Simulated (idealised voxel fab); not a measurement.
The process module presented herein is designated voxel self aligned vias.
Shown is cross-section cut, with a width of 250 nm and square cells of size 5 nm.
For the purposes of this document, a cross-section shall be understood as a grid of square cells, specified as bands listed in top-to-bottom order, each band consisting of one or more rows of cells. Top height, bottom height, nm. Materials left to right, width each, nm. Single material + "everywhere" = fills band edge to edge. "blank" = empty. Note: height 0 marks the level under which the wafer is uniformly one material as received. Lowest band unbounded below, written "0 and below". You'd read "30..40" like this: the band's top row of cells is as wide as the first number, its bottom row is as wide as the second, and going down, every row changes width by the same amount as the row before did. Step marked "nothing altered"? Then no cell in the cross-section changed in it. "Closed void register" - sealed voids, min. 8 cells, no opening to top; format: width x height at distance (distance from left edge; nm throughout). Heads up: the bit after the settings on a step's line is the simulator's remark on that step. On any step carrying a mask, the "overlay nm" setting, if present on the step's line, tells how far right of its planned place the mask lay; negative values point to the left.

### Set out below are the planned steps of the process
1. RECEIVE, material Si
2. CONFORMAL_DEP, material SiO2, thk nm 15
3. CONFORMAL_DEP, material SiCN, thk nm 5
4. DIRECTIONAL_DEP, material SiO2, thk nm 25
5. MASKED_ETCH, tone open, mask id LINES, width nm 25, pitch nm 65, etch materials SiO2, depth nm 25, overlay nm 0
6. CONFORMAL_DEP, material TiN, thk nm 5
7. FILL_DEP, material W, thk nm 5
8. CMP, height nm 45
9. SELECTIVE_ETCH, etch materials W Ru TiN, depth nm 10
10. FILL_DEP, material SiN, thk nm 10
11. CMP, height nm 45
12. DIRECTIONAL_DEP, material SiO2, thk nm 20
13. MASKED_ETCH, tone open, mask id VIAS, width nm 35, pitch nm 65, etch materials SiO2, depth nm 20, overlay nm 0
14. MASKED_ETCH, tone open, mask id VIAS, width nm 35, pitch nm 65, etch materials SiN, depth nm 10, overlay nm 0
15. CONFORMAL_DEP, material TiN, thk nm 5
16. FILL_DEP, material W, thk nm 10
17. CMP, height nm 65
18. CONFORMAL_DEP, material SiN, thk nm 5

### Cross-section of the wafer as it came to us, i.e., already through step 1
    0 and below = Si everywhere
    Closed void register: none

### The first of two wafers, cross-sectioned at the end of the module, with the run proceeding as planned
    70 down to 65 = SiN everywhere
    65 down to 50 = SiO2 (75) / TiN (5) / W (25) / TiN (5) / SiO2 (30) / TiN (5) / W (25) / TiN (5) / SiO2 (75)
    50 down to 40 = SiO2 (75..80) / TiN (10..5) / W (15) / TiN (10..5) / SiO2 (30..40) / TiN (10..5) / W (15) / TiN (10..5) / SiO2 (75..80)
    40 down to 35 = SiO2 (80) / TiN (25) / SiO2 (40) / TiN (25) / SiO2 (80)
    35 down to 25 = SiO2 (80) / TiN (5) / W (15) / TiN (5) / SiO2 (40) / TiN (5) / W (15) / TiN (5) / SiO2 (80)
    25 down to 20 = SiO2 (80) / TiN (25) / SiO2 (40) / TiN (25) / SiO2 (80)
    20 down to 15 = SiCN everywhere
    15 down to 0 = SiO2 everywhere
    0 and below = Si everywhere
    Closed void register: none

### Here is the second of the two wafers cut open at the end of the module - same start, same plan as the first one, but we made one mistake running it
    70 down to 65 = SiN everywhere
    65 down to 50 = SiO2 (75) / TiN (5) / W (25) / TiN (5) / SiO2 (30) / TiN (5) / W (25) / TiN (5) / SiO2 (75)
    50 down to 40 = SiO2 (75..85) / TiN (15..5) / W (5) / TiN (15..5) / SiO2 (30..50) / TiN (15..5) / W (5) / TiN (15..5) / SiO2 (75..85)
    40 down to 35 = SiO2 (85) / TiN (15) / SiO2 (50) / TiN (15) / SiO2 (85)
    35 down to 25 = SiO2 (85) / TiN (5) / W (5) / TiN (5) / SiO2 (50) / TiN (5) / W (5) / TiN (5) / SiO2 (85)
    25 down to 20 = SiO2 (85) / TiN (15) / SiO2 (50) / TiN (15) / SiO2 (85)
    20 down to 15 = SiCN everywhere
    15 down to 0 = SiO2 everywhere
    0 and below = Si everywhere
    Closed void register: none
Where did the run depart from the plan? step 5 was processed under conditions differing from the plan, specifically as MASKED_ETCH, tone open, mask id LINES, width nm 15, pitch nm 65, etch materials SiO2, depth nm 25, overlay nm 0
In the final state, the cell counts of the second wafer exceed or fall short of those of the first for the following materials: SiO2: 20 more | TiN: 4 fewer | W: 16 fewer
